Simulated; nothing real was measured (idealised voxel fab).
process module | voxel transistor to metal
cross-section cut | 170 nm wide | cells 5 nm
A cross-section is a grid of square cells, given in bands from the top down. A band is one or more rows of cells.
Each band's line starts with the height of the band's top and of its bottom, in nm. Then come its materials from left to right, each with its width in nm. One material with "throughout" fills the band from edge to edge. "air" is empty space.
Height 0 is the level under which the wafer as received is all one material. The lowest band goes on downwards, as in "0 down".
A width such as "30 to 40" changes by the same amount from each row of cells to the next, from the band's top row to its bottom row.
"no change" after a step means that no cell of the cross-section changed.
closed voids: empty space of 8 cells or more with no open way to the top, each as width x height at its distance from the left edge, in nm
after a step's settings: what the simulator itself notes on the step
overlay nm, on a step with a mask: how far to the right of its planned place the mask lay; to the left if negative
plan
1 op RECEIVE | material Si
2 op CONFORMAL_DEP | material SiO2 | thk nm 5
3 op CONFORMAL_DEP | material SiN | thk nm 15
4 op PATTERN | tone cover | mask id ACTIVE | material resist | width nm 85 | thk nm 20 | overlay nm 0
5 op DIRECTIONAL_ETCH | etch materials SiN | depth nm 15
6 op DIRECTIONAL_ETCH | etch materials SiO2 | depth nm 5
7 op DIRECTIONAL_ETCH | etch materials Si | depth nm 25
8 op STRIP | etch materials resist
9 op OXIDIZE | depth nm 5
10 op FILL_DEP | material SiO2 | thk nm 5
11 op CMP | height nm 20
12 op SELECTIVE_ETCH | etch materials SiO2 | depth nm 5
13 op STRIP | etch materials SiN
14 op SELECTIVE_ETCH | etch materials SiO2 | depth nm 5
15 op OXIDIZE | depth nm 5
16 op DIRECTIONAL_DEP | material polySi | thk nm 25
17 op DIRECTIONAL_DEP | material SiCN | thk nm 15
18 op PATTERN | tone cover | mask id GATE | material resist | width nm 15 | thk nm 20 | overlay nm 0
19 op DIRECTIONAL_ETCH | etch materials SiCN | depth nm 25
20 op DIRECTIONAL_ETCH | etch materials polySi | depth nm 35
21 op STRIP | etch materials resist
22 op CONFORMAL_DEP | material SiN | thk nm 10
23 op DIRECTIONAL_ETCH | etch materials SiN | depth nm 10
24 op DIRECTIONAL_ETCH | etch materials SiO2 | depth nm 5
25 op DIRECTIONAL_ETCH | etch materials Si | depth nm 15
26 op EPI | material nSi | thk nm 15
27 op FILL_DEP | material SiO2 | thk nm 5
28 op CMP | height nm 40
29 op DIRECTIONAL_DEP | material SiO2 | thk nm 15
30 op MASKED_ETCH | tone open | mask id CONTACT | width nm 15 | pitch nm 60 | etch materials SiO2 | depth nm 60 | overlay nm 0
31 op CONFORMAL_DEP | material TiN | thk nm 5
32 op FILL_DEP | material Ru | thk nm 5
33 op CMP | height nm 55
34 op DIRECTIONAL_DEP | material TiN | thk nm 5
35 op DIRECTIONAL_DEP | material Ru | thk nm 15
36 op MASKED_ETCH | tone cover | mask id METAL_1 | width nm 15 | pitch nm 60 | etch materials Ru | depth nm 15 | overlay nm 0
37 op MASKED_ETCH | tone cover | mask id METAL_1 | width nm 15 | pitch nm 60 | etch materials TiN | depth nm 5 | overlay nm 0
38 op FILL_DEP | material lowk | thk nm 10
39 op CMP | height nm 75
40 op CONFORMAL_DEP | material SiCN | thk nm 5
41 op DIRECTIONAL_DEP | material SiO2 | thk nm 25
42 op PATTERN | tone open | mask id METAL_2 | material resist | width nm 15 | pitch nm 60 | thk nm 15 | overlay nm 0
43 op DIRECTIONAL_ETCH | etch materials SiO2 | depth nm 15
44 op STRIP | etch materials resist
45 op DIRECTIONAL_DEP | material aC | thk nm 15
46 op PATTERN | tone open | mask id METAL_2_HOLES | material resist | width nm 15 | pitch nm 60 | thk nm 35 | overlay nm 0
47 op DIRECTIONAL_ETCH | etch materials aC | depth nm 15
48 op STRIP | etch materials resist
49 op DIRECTIONAL_ETCH | etch materials SiO2 | depth nm 10
50 op DIRECTIONAL_ETCH | etch materials SiCN | depth nm 5
51 op STRIP | etch materials aC
52 op CONFORMAL_DEP | material TiN | thk nm 5
53 op FILL_DEP | material Ru | thk nm 5
54 op CMP | height nm 105
55 op CONFORMAL_DEP | material SiCN | thk nm 5
as received, after step 1
  0 down: Si throughout
  closed voids: none
a wafer at the end: this start, this plan, one mistake
  110 to 105: SiCN throughout
  105 to 80: SiO2 45 | TiN 5 | Ru 5 | TiN 5 | SiO2 45 | TiN 5 | Ru 5 | TiN 5 | SiO2 50
  80 to 75: SiCN 45 | TiN 15 | SiCN 45 | TiN 15 | SiCN 50
  75 to 60: lowk 45 | Ru 15 | lowk 45 | Ru 15 | lowk 50
  60 to 55: lowk 45 | TiN 15 | lowk 45 | TiN 15 | lowk 50
  55 to 40: SiO2 45 | TiN 5 | Ru 5 | TiN 5 | SiO2 45 | TiN 5 | Ru 5 | TiN 5 | SiO2 50
  40 to 25: SiO2 45 | TiN 5 | Ru 5 | TiN 5 | SiO2 5 | SiN 10 | SiCN 15 | SiN 10 | SiO2 5 | TiN 5 | Ru 5 | TiN 5 | SiO2 50
  25 to 15: SiO2 45 | TiN 5 | Ru 5 | TiN 5 | SiO2 5 | SiN 10 | polySi 15 | SiN 10 | SiO2 5 | TiN 5 | Ru 5 | TiN 5 | SiO2 50
  15 to 10: SiO2 45 | TiN 15 | SiO2 5 | SiN 10 | polySi 15 | SiN 10 | SiO2 5 | TiN 15 | SiO2 50
  10 to 0: SiO2 35 | SiN 10 | SiO2 5 | nSi 15 | SiN 10 | polySi 15 | SiN 10 | nSi 15 | SiO2 5 | SiN 10 | SiO2 40
  0 to -5: SiO2 50 | nSi 15 | SiO2 35 | nSi 15 | SiO2 55
  -5 to -20: SiO2 45 | nSi 20 | Si 35 | nSi 20 | SiO2 50
  -20 to -30: SiO2 45 | Si 75 | SiO2 50
  -30 down: Si throughout
  closed voids: none
what went wrong: step 29 was run twice
